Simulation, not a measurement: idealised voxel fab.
process module | voxel self aligned contacts
cross-section cut | 185 nm wide | cells 5 nm
A cross-section is a grid of square cells, given in bands from the top down. A band is one or more rows of cells.
Each band's line starts with the height of the band's top and of its bottom, in nm. Then come its materials from left to right, each with its width in nm. One material with "throughout" fills the band from edge to edge. "air" is empty space.
Height 0 is the level under which the wafer as received is all one material. The lowest band goes on downwards, as in "0 down".
A width such as "30 to 40" changes by the same amount from each row of cells to the next, from the band's top row to its bottom row.
"no change" after a step means that no cell of the cross-section changed.
closed voids: empty space of 8 cells or more with no open way to the top, each as width x height at its distance from the left edge, in nm
after a step's settings: what the simulator itself notes on the step
overlay nm, on a step with a mask: how far to the right of its planned place the mask lay; to the left if negative
plan
1 op RECEIVE | material Si
2 op OXIDIZE | depth nm 5
3 op DIRECTIONAL_DEP | material polySi | thk nm 25
4 op DIRECTIONAL_DEP | material SiN | thk nm 20
5 op MASKED_ETCH | tone cover | mask id GATE | width nm 35 | pitch nm 80 | etch materials SiN | depth nm 20 | overlay nm 0
6 op MASKED_ETCH | tone cover | mask id GATE | width nm 35 | pitch nm 80 | etch materials polySi | depth nm 25 | overlay nm 0
7 op CONFORMAL_DEP | material SiN | thk nm 10
8 op DIRECTIONAL_ETCH | etch materials SiN | depth nm 10
9 op FILL_DEP | material SiO2 | thk nm 20
10 op CMP | height nm 55
11 op PATTERN | tone open | mask id CONTACT | material resist | width nm 55 | thk nm 15 | overlay nm 0
12 op DIRECTIONAL_ETCH | etch materials SiO2 | depth nm 60
13 op STRIP | etch materials resist
14 op CONFORMAL_DEP | material TiN | thk nm 5
15 op FILL_DEP | material Ru | thk nm 10
16 op CMP | height nm 55
17 op CONFORMAL_DEP | material SiCN | thk nm 5
as received, after step 1
  0 down: Si throughout
  closed voids: none
first wafer at the end, as planned
  60 to 55: SiCN throughout
  55 to 45: SiO2 65 | TiN 5 to 20 | Ru 45 to 15 | TiN 5 to 20 | SiO2 65
  45 to 25: SiO2 25 | SiN 55 | TiN 5 | Ru 15 | TiN 5 | SiN 55 | SiO2 25
  25 to 0: SiO2 25 | SiN 10 | polySi 35 | SiN 10 | TiN 5 | Ru 15 | TiN 5 | SiN 10 | polySi 35 | SiN 10 | SiO2 25
  0 to -5: SiO2 80 | TiN 25 | SiO2 80
  -5 down: Si throughout
  closed voids: none
second wafer at the end: like start, like plan, one mistake
  60 to 55: SiCN throughout
  55 to 45: SiO2 65 | TiN 5 to 20 | SiO2 45 to 15 | TiN 5 to 20 | SiO2 65
  45 to 25: SiO2 25 | SiN 55 | TiN 5 | SiO2 15 | TiN 5 | SiN 55 | SiO2 25
  25 to 0: SiO2 25 | SiN 10 | polySi 35 | SiN 10 | TiN 5 | SiO2 15 | TiN 5 | SiN 10 | polySi 35 | SiN 10 | SiO2 25
  0 to -5: SiO2 80 | TiN 25 | SiO2 80
  -5 down: Si throughout
  closed voids: none
what went wrong: step 15 ran as: op FILL_DEP | material SiO2 | thk nm 10
at the end the second wafer has, in cells: 39 fewer of Ru | 39 more of SiO2
